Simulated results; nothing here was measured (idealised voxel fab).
The following process module bears the name voxel gate over fins.
Pictured: cross-section cut, 245 nm wide, on a grid of 5 nm square cells.
In what follows, cross-sections appear as grids of square cells, described through bands that run from the top down, where every band is one or more rows of cells. What a band's entry tells you: where the top is and where the bottom is, as heights in nm, and after that what lies inside, material by material from left to right, each with its width in nm. Empty space is written as the word "empty", and a single material marked with the word "full width" occupies the band from edge to edge. Beneath 0, the wafer as received is one material, and that level is where height counting begins. The lowest band goes on downward without a bottom; it is written like "0 -> down". A two-number width, for instance "30->40", indicates that the width is equal to the first number in the top row of the band and to the second number in the bottom row, and that it changes by a constant amount per row of cells. When a step is marked "remained the same", none of the cells in the cross-section changed during that step. This entry, "Closed void roster", enumerates those empty regions of no fewer than 8 cells that possess no open connection to the top. Each region is reported in the form width x height at distance, the distance being taken from the left edge, with all three quantities expressed in nm. Note: text after step settings on the step line = simulator remark on that step. The line of a step may include "overlay nm". On a step with a mask, this value is how far to the right of its planned place the mask lay. A negative value means the mask lay to the left.

**Steps planned for the process**
1) RECEIVE (material Si)
2) CONFORMAL_DEP (material SiN; thk nm 10)
3) PATTERN (tone cover; mask id FINS; material resist; width nm 15; pitch nm 35; thk nm 20; overlay nm 0)
4) DIRECTIONAL_ETCH (etch materials SiN; depth nm 10)
5) DIRECTIONAL_ETCH (etch materials Si; depth nm 40)
6) STRIP (etch materials resist)
7) FILL_DEP (material SiO2; thk nm 5)
8) CMP (height nm 10)
9) SELECTIVE_ETCH (etch materials SiO2; depth nm 20)
10) STRIP (etch materials SiN)
11) CONFORMAL_DEP (material HfO2; thk nm 5)
12) CONFORMAL_DEP (material TiN; thk nm 5)
13) FILL_DEP (material W; thk nm 10)
14) CMP (height nm 15)
15) CONFORMAL_DEP (material SiN; thk nm 10)

**So this is the incoming wafer in cross-section - it's already been through step 1**
* 0 -> down  Si full width
* Closed void roster: none

**Below is the wafer in cross-section after the module was completed. It began from the starting point shown above and followed the plan shown above, except that one mistake was made while running it**
* 25 -> 15  SiN full width
* 15 -> 5  W full width
* 5 -> 0  90 of W, 25 of TiN, 10 of W, 25 of TiN, 95 of W
* 0 -> -5  90 of W, 5 of TiN, 15 of Si, 5 of TiN, 10 of W, 5 of TiN, 15 of Si, 5 of TiN, 95 of W
* -5 -> -10  95 of TiN, 15 of Si, 20 of TiN, 15 of Si, 100 of TiN
* -10 -> -40  95 of SiO2, 15 of Si, 20 of SiO2, 15 of Si, 100 of SiO2
* -40 -> down  Si full width
* Closed void roster: none
So what did we get wrong on this run? step 11 of the plan was bypassed and not carried out
